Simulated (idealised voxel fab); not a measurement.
Documented hereafter: the process module known as voxel capacitor over wiring.
Square cells of 5 nm make up the cross-section cut, whose width is 205 nm.
A cross-section is written here as square cells arranged in a grid, and it is given in bands from the top down, each band taking up one or more rows of cells. For a band, the entry starts with two heights in nm, that of the top and then that of the bottom, and carries on with the band's materials in order from left to right, each alongside its width in nm; the word "everywhere" beside a single material means it fills the band edge to edge, and "empty" means empty space. Ref level 0: as-received wafer is one material below here. Bottom band extends down with no lower bound ("0..down"). Think of "30..40" as a width that walks from the first number to the second as you go down the band, top row to bottom row, taking equal-sized steps from row to row. Reading "nothing got changed" for a step: not a cell of the cross-section changed in it. What "Sealed internal voids" gives you is every empty space of 8 cells or more that is cut off from the top. Each appears as width x height at distance, with the distance taken from the left edge and width, height and distance all in nm. Anything after a step's settings on that line? It's the simulator's own note about the step. Among the settings permitted on a step's line is "overlay nm"; applied to a step with a mask, it specifies the extent to which the mask lay to the right of its planned position, whereas a negative figure signifies a position to the left.
-- Intended process steps
step 1: RECEIVE,material Si
step 2: CONFORMAL_DEP,material SiO2,thk nm 15
step 3: DIRECTIONAL_DEP,material TiN,thk nm 5
step 4: DIRECTIONAL_DEP,material Ru,thk nm 20
step 5: PATTERN,tone cover,mask id METAL_1,material resist,width nm 25,pitch nm 90,thk nm 20,overlay nm 0
step 6: DIRECTIONAL_ETCH,etch materials Ru,depth nm 20
step 7: DIRECTIONAL_ETCH,etch materials TiN,depth nm 5
step 8: STRIP,etch materials resist
step 9: CONFORMAL_DEP,material SiCN,thk nm 5
step 10: FILL_DEP,material lowk,thk nm 5
step 11: CMP,height nm 40
step 12: CONFORMAL_DEP,material SiCN,thk nm 5
step 13: DIRECTIONAL_DEP,material SiO2,thk nm 10
step 14: PATTERN,tone open,mask id PLUG_1,material resist,width nm 15,thk nm 20,overlay nm 0
step 15: DIRECTIONAL_ETCH,etch materials SiO2,depth nm 10
step 16: DIRECTIONAL_ETCH,etch materials SiCN,depth nm 5
step 17: STRIP,etch materials resist
step 18: EPI,material Ru,thk nm 10
step 19: EPI,material Ru,thk nm 5
step 20: DIRECTIONAL_DEP,material TiN,thk nm 10
step 21: DIRECTIONAL_DEP,material Al2O3,thk nm 5
step 22: DIRECTIONAL_DEP,material TiN,thk nm 10
step 23: PATTERN,tone cover,mask id UPPER_PLATE,material resist,width nm 70,thk nm 15,overlay nm 0
step 24: DIRECTIONAL_ETCH,etch materials TiN,depth nm 10
step 25: DIRECTIONAL_ETCH,etch materials Al2O3,depth nm 5
step 26: STRIP,etch materials resist
step 27: PATTERN,tone cover,mask id LOWER_PLATE,material resist,width nm 80,thk nm 20,overlay nm 0
step 28: DIRECTIONAL_ETCH,etch materials TiN,depth nm 10
step 29: STRIP,etch materials resist
step 30: FILL_DEP,material SiO2,thk nm 20
step 31: CMP,height nm 95
step 32: DIRECTIONAL_DEP,material aC,thk nm 15
step 33: PATTERN,tone open,mask id PLUG_2,material resist,width nm 15,thk nm 30,overlay nm 0
step 34: DIRECTIONAL_ETCH,etch materials aC,depth nm 15
step 35: STRIP,etch materials resist
step 36: DIRECTIONAL_ETCH,etch materials SiO2,depth nm 15
step 37: STRIP,etch materials aC
step 38: CONFORMAL_DEP,material TiN,thk nm 5
step 39: FILL_DEP,material W,thk nm 10
step 40: CMP,height nm 95
step 41: CONFORMAL_DEP,material SiCN,thk nm 5
-- First wafer, two in total, run as planned
-- as received, after step 1
    0..down = Si everywhere
    Sealed internal voids: none
-- Wafer after step 2 (cross-section)
    15..0 = SiO2 everywhere
    No changes below 0.
-- Wafer after step 3 (cross-section)
    20..15 = TiN everywhere
    No changes below 15.
-- Wafer after step 4 (cross-section)
    40..20 = Ru everywhere
    No changes below 20.
-- Wafer after step 5 (cross-section)
    60..40 = 45 nm empty, then 25 nm resist, then 65 nm empty, then 25 nm resist, then 45 nm empty
    No changes below 40.
-- Wafer after step 6 (cross-section)
    60..40 = 45 nm empty, then 25 nm resist, then 65 nm empty, then 25 nm resist, then 45 nm empty
    40..20 = 45 nm empty, then 25 nm Ru, then 65 nm empty, then 25 nm Ru, then 45 nm empty
    No changes below 20.
-- Wafer after step 7 (cross-section)
    60..40 = 45 nm empty, then 25 nm resist, then 65 nm empty, then 25 nm resist, then 45 nm empty
    40..20 = 45 nm empty, then 25 nm Ru, then 65 nm empty, then 25 nm Ru, then 45 nm empty
    20..15 = 45 nm empty, then 25 nm TiN, then 65 nm empty, then 25 nm TiN, then 45 nm empty
    No changes below 15.
-- Wafer after step 8 (cross-section)
    40..20 = 45 nm empty, then 25 nm Ru, then 65 nm empty, then 25 nm Ru, then 45 nm empty
    No changes below 20.
-- Wafer after step 9 (cross-section)
    45..40 = 40 nm empty, then 35 nm SiCN, then 55 nm empty, then 35 nm SiCN, then 40 nm empty
    40..20 = 40 nm empty, then 5 nm SiCN, then 25 nm Ru, then 5 nm SiCN, then 55 nm empty, then 5 nm SiCN, then 25 nm Ru, then 5 nm SiCN, then 40 nm empty
    20..15 = 45 nm SiCN, then 25 nm TiN, then 65 nm SiCN, then 25 nm TiN, then 45 nm SiCN
    No changes below 15.
-- Wafer after step 10 (cross-section)
    50..45 = lowk everywhere
    45..40 = 40 nm lowk, then 35 nm SiCN, then 55 nm lowk, then 35 nm SiCN, then 40 nm lowk
    40..20 = 40 nm lowk, then 5 nm SiCN, then 25 nm Ru, then 5 nm SiCN, then 55 nm lowk, then 5 nm SiCN, then 25 nm Ru, then 5 nm SiCN, then 40 nm lowk
    No changes below 20.
-- Wafer after step 11 (cross-section)
    40..20 = 40 nm lowk, then 5 nm SiCN, then 25 nm Ru, then 5 nm SiCN, then 55 nm lowk, then 5 nm SiCN, then 25 nm Ru, then 5 nm SiCN, then 40 nm lowk
    No changes below 20.
-- Wafer after step 12 (cross-section)
    45..40 = SiCN everywhere
    No changes below 40.
-- Wafer after step 13 (cross-section)
    55..45 = SiO2 everywhere
    No changes below 45.
-- Wafer after step 14 (cross-section)
    75..55 = 55 nm resist, then 15 nm empty, then 135 nm resist
    No changes below 55.
-- Wafer after step 15 (cross-section)
    75..55 = 55 nm resist, then 15 nm empty, then 135 nm resist
    55..45 = 55 nm SiO2, then 15 nm empty, then 135 nm SiO2
    No changes below 45.
-- Wafer after step 16 (cross-section)
    75..55 = 55 nm resist, then 15 nm empty, then 135 nm resist
    55..45 = 55 nm SiO2, then 15 nm empty, then 135 nm SiO2
    45..40 = 55 nm SiCN, then 15 nm empty, then 135 nm SiCN
    No changes below 40.
-- Wafer after step 17 (cross-section)
    55..45 = 55 nm SiO2, then 15 nm empty, then 135 nm SiO2
    No changes below 45.
-- Wafer after step 18 (cross-section)
    55..50 = 55 nm SiO2, then 15 nm empty, then 135 nm SiO2
    50..45 = 55 nm SiO2, then 15 nm Ru, then 135 nm SiO2
    45..40 = 55 nm SiCN, then 15 nm Ru, then 135 nm SiCN
    No changes below 40.
-- Wafer after step 19 (cross-section)
    55..45 = 55 nm SiO2, then 15 nm Ru, then 135 nm SiO2
    No changes below 45.
-- Wafer after step 20 (cross-section)
    65..55 = TiN everywhere
    No changes below 55.
-- Wafer after step 21 (cross-section)
    70..65 = Al2O3 everywhere
    No changes below 65.
-- Wafer after step 22 (cross-section)
    80..70 = TiN everywhere
    No changes below 70.
-- Wafer after step 23 (cross-section)
    95..80 = 55 nm empty, then 70 nm resist, then 80 nm empty
    No changes below 80.
-- Wafer after step 24 (cross-section)
    95..80 = 55 nm empty, then 70 nm resist, then 80 nm empty
    80..70 = 55 nm empty, then 70 nm TiN, then 80 nm empty
    No changes below 70.
-- Wafer after step 25 (cross-section)
    95..80 = 55 nm empty, then 70 nm resist, then 80 nm empty
    80..70 = 55 nm empty, then 70 nm TiN, then 80 nm empty
    70..65 = 55 nm empty, then 70 nm Al2O3, then 80 nm empty
    No changes below 65.
-- Wafer after step 26 (cross-section)
    80..70 = 55 nm empty, then 70 nm TiN, then 80 nm empty
    No changes below 70.
-- Wafer after step 27 (cross-section)
    100..80 = 50 nm empty, then 80 nm resist, then 75 nm empty
    80..70 = 50 nm empty, then 5 nm resist, then 70 nm TiN, then 5 nm resist, then 75 nm empty
    70..65 = 50 nm empty, then 5 nm resist, then 70 nm Al2O3, then 5 nm resist, then 75 nm empty
    No changes below 65.
-- Wafer after step 28 (cross-section)
    100..80 = 50 nm empty, then 80 nm resist, then 75 nm empty
    80..70 = 50 nm empty, then 5 nm resist, then 70 nm TiN, then 5 nm resist, then 75 nm empty
    70..65 = 50 nm empty, then 5 nm resist, then 70 nm Al2O3, then 5 nm resist, then 75 nm empty
    65..55 = 50 nm empty, then 80 nm TiN, then 75 nm empty
    No changes below 55.
-- Wafer after step 29 (cross-section)
    80..70 = 55 nm empty, then 70 nm TiN, then 80 nm empty
    70..65 = 55 nm empty, then 70 nm Al2O3, then 80 nm empty
    No changes below 65.
-- Wafer after step 30 (cross-section)
    100..80 = SiO2 everywhere
    80..70 = 55 nm SiO2, then 70 nm TiN, then 80 nm SiO2
    70..65 = 55 nm SiO2, then 70 nm Al2O3, then 80 nm SiO2
    65..55 = 50 nm SiO2, then 80 nm TiN, then 75 nm SiO2
    No changes below 55.
-- Wafer after step 31 (cross-section)
    95..80 = SiO2 everywhere
    No changes below 80.
-- Wafer after step 32 (cross-section)
    110..95 = aC everywhere
    No changes below 95.
-- Wafer after step 33 (cross-section)
    140..110 = 65 nm resist, then 15 nm empty, then 125 nm resist
    No changes below 110.
-- Wafer after step 34 (cross-section)
    125..110 = 65 nm resist, then 15 nm empty, then 125 nm resist
    110..95 = 65 nm aC, then 15 nm empty, then 125 nm aC
    No changes below 95.
-- Wafer after step 35 (cross-section)
    110..95 = 65 nm aC, then 15 nm empty, then 125 nm aC
    No changes below 95.
-- Wafer after step 36 (cross-section)
    110..95 = 65 nm aC, then 15 nm empty, then 125 nm aC
    95..80 = 65 nm SiO2, then 15 nm empty, then 125 nm SiO2
    No changes below 80.
-- Wafer after step 37 (cross-section)
    95..80 = 65 nm SiO2, then 15 nm empty, then 125 nm SiO2
    No changes below 80.
-- Wafer after step 38 (cross-section)
    100..95 = 70 nm TiN, then 5 nm empty, then 130 nm TiN
    95..85 = 65 nm SiO2, then 5 nm TiN, then 5 nm empty, then 5 nm TiN, then 125 nm SiO2
    85..80 = 65 nm SiO2, then 15 nm TiN, then 125 nm SiO2
    No changes below 80.
-- Wafer after step 39 (cross-section)
    110..100 = W everywhere
    100..95 = 70 nm TiN, then 5 nm W, then 130 nm TiN
    95..85 = 65 nm SiO2, then 5 nm TiN, then 5 nm W, then 5 nm TiN, then 125 nm SiO2
    No changes below 85.
-- Wafer after step 40 (cross-section)
    95..85 = 65 nm SiO2, then 5 nm TiN, then 5 nm W, then 5 nm TiN, then 125 nm SiO2
    No changes below 85.
-- Wafer after step 41 (cross-section)
    100..95 = SiCN everywhere
    No changes below 95.
-- Second wafer, same starting conditions and recipe as the first, one mistake in executing it, nothing differs from the first up to and including step 17
What the second wafer looks like in cross-section when step 18 should have wrapped up: nothing got changed
-- What the second wafer looks like in cross-section when step 19 should have wrapped up
    55..45 = 55 nm SiO2, then 15 nm empty, then 135 nm SiO2
    45..40 = 55 nm SiCN, then 15 nm Ru, then 135 nm SiCN
    No changes below 40.
-- What the second wafer looks like in cross-section when step 20 should have wrapped up
    65..55 = 55 nm TiN, then 15 nm empty, then 135 nm TiN
    55..45 = 55 nm SiO2, then 15 nm TiN, then 135 nm SiO2
    No changes below 45.
-- What the second wafer looks like in cross-section when step 21 should have wrapped up
    70..65 = 55 nm Al2O3, then 15 nm empty, then 135 nm Al2O3
    65..60 = 55 nm TiN, then 15 nm empty, then 135 nm TiN
    60..55 = 55 nm TiN, then 15 nm Al2O3, then 135 nm TiN
    No changes below 55.
-- What the second wafer looks like in cross-section when step 22 should have wrapped up
    80..70 = 55 nm TiN, then 15 nm empty, then 135 nm TiN
    70..65 = 55 nm Al2O3, then 15 nm TiN, then 135 nm Al2O3
    65..60 = TiN everywhere
    No changes below 60.
-- What the second wafer looks like in cross-section when step 23 should have wrapped up
    95..80 = 55 nm empty, then 70 nm resist, then 80 nm empty
    80..70 = 55 nm TiN, then 15 nm resist, then 135 nm TiN
    No changes below 70.
-- What the second wafer looks like in cross-section when step 24 should have wrapped up
    95..80 = 55 nm empty, then 70 nm resist, then 80 nm empty
    80..70 = 55 nm empty, then 15 nm resist, then 55 nm TiN, then 80 nm empty
    No changes below 70.
-- What the second wafer looks like in cross-section when step 25 should have wrapped up
    95..80 = 55 nm empty, then 70 nm resist, then 80 nm empty
    80..70 = 55 nm empty, then 15 nm resist, then 55 nm TiN, then 80 nm empty
    70..65 = 55 nm empty, then 15 nm TiN, then 55 nm Al2O3, then 80 nm empty
    No changes below 65.
-- What the second wafer looks like in cross-section when step 26 should have wrapped up
    80..70 = 70 nm empty, then 55 nm TiN, then 80 nm empty
    No changes below 70.
-- What the second wafer looks like in cross-section when step 27 should have wrapped up
    100..80 = 50 nm empty, then 80 nm resist, then 75 nm empty
    80..70 = 50 nm empty, then 20 nm resist, then 55 nm TiN, then 5 nm resist, then 75 nm empty
    70..65 = 50 nm empty, then 5 nm resist, then 15 nm TiN, then 55 nm Al2O3, then 5 nm resist, then 75 nm empty
    No changes below 65.
-- What the second wafer looks like in cross-section when step 28 should have wrapped up
    100..80 = 50 nm empty, then 80 nm resist, then 75 nm empty
    80..70 = 50 nm empty, then 20 nm resist, then 55 nm TiN, then 5 nm resist, then 75 nm empty
    70..65 = 50 nm empty, then 5 nm resist, then 15 nm TiN, then 55 nm Al2O3, then 5 nm resist, then 75 nm empty
    65..60 = 50 nm empty, then 80 nm TiN, then 75 nm empty
    60..55 = 50 nm empty, then 5 nm TiN, then 15 nm Al2O3, then 60 nm TiN, then 75 nm empty
    No changes below 55.
-- What the second wafer looks like in cross-section when step 29 should have wrapped up
    80..70 = 70 nm empty, then 55 nm TiN, then 80 nm empty
    70..65 = 55 nm empty, then 15 nm TiN, then 55 nm Al2O3, then 80 nm empty
    No changes below 65.
-- What the second wafer looks like in cross-section when step 30 should have wrapped up
    100..80 = SiO2 everywhere
    80..70 = 70 nm SiO2, then 55 nm TiN, then 80 nm SiO2
    70..65 = 55 nm SiO2, then 15 nm TiN, then 55 nm Al2O3, then 80 nm SiO2
    65..60 = 50 nm SiO2, then 80 nm TiN, then 75 nm SiO2
    60..55 = 50 nm SiO2, then 5 nm TiN, then 15 nm Al2O3, then 60 nm TiN, then 75 nm SiO2
    No changes below 55.
-- What the second wafer looks like in cross-section when step 31 should have wrapped up
    95..80 = SiO2 everywhere
    No changes below 80.
-- What the second wafer looks like in cross-section when step 32 should have wrapped up
    110..95 = aC everywhere
    No changes below 95.
-- What the second wafer looks like in cross-section when step 33 should have wrapped up
    140..110 = 65 nm resist, then 15 nm empty, then 125 nm resist
    No changes below 110.
-- What the second wafer looks like in cross-section when step 34 should have wrapped up
    125..110 = 65 nm resist, then 15 nm empty, then 125 nm resist
    110..95 = 65 nm aC, then 15 nm empty, then 125 nm aC
    No changes below 95.
-- What the second wafer looks like in cross-section when step 35 should have wrapped up
    110..95 = 65 nm aC, then 15 nm empty, then 125 nm aC
    No changes below 95.
-- What the second wafer looks like in cross-section when step 36 should have wrapped up
    110..95 = 65 nm aC, then 15 nm empty, then 125 nm aC
    95..80 = 65 nm SiO2, then 15 nm empty, then 125 nm SiO2
    No changes below 80.
-- What the second wafer looks like in cross-section when step 37 should have wrapped up
    95..80 = 65 nm SiO2, then 15 nm empty, then 125 nm SiO2
    No changes below 80.
-- What the second wafer looks like in cross-section when step 38 should have wrapped up
    100..95 = 70 nm TiN, then 5 nm empty, then 130 nm TiN
    95..85 = 65 nm SiO2, then 5 nm TiN, then 5 nm empty, then 5 nm TiN, then 125 nm SiO2
    85..80 = 65 nm SiO2, then 15 nm TiN, then 125 nm SiO2
    No changes below 80.
-- What the second wafer looks like in cross-section when step 39 should have wrapped up
    110..100 = W everywhere
    100..95 = 70 nm TiN, then 5 nm W, then 130 nm TiN
    95..85 = 65 nm SiO2, then 5 nm TiN, then 5 nm W, then 5 nm TiN, then 125 nm SiO2
    No changes below 85.
-- What the second wafer looks like in cross-section when step 40 should have wrapped up
    95..85 = 65 nm SiO2, then 5 nm TiN, then 5 nm W, then 5 nm TiN, then 125 nm SiO2
    No changes below 85.
-- What the second wafer looks like in cross-section when step 41 should have wrapped up
    100..95 = SiCN everywhere
    No changes below 95.
Finding, execution versus plan: no execution of plan step 18; skipped
Final cells, second wafer relative to first, materials higher or lower: 6 fewer of Ru | 6 more of SiO2
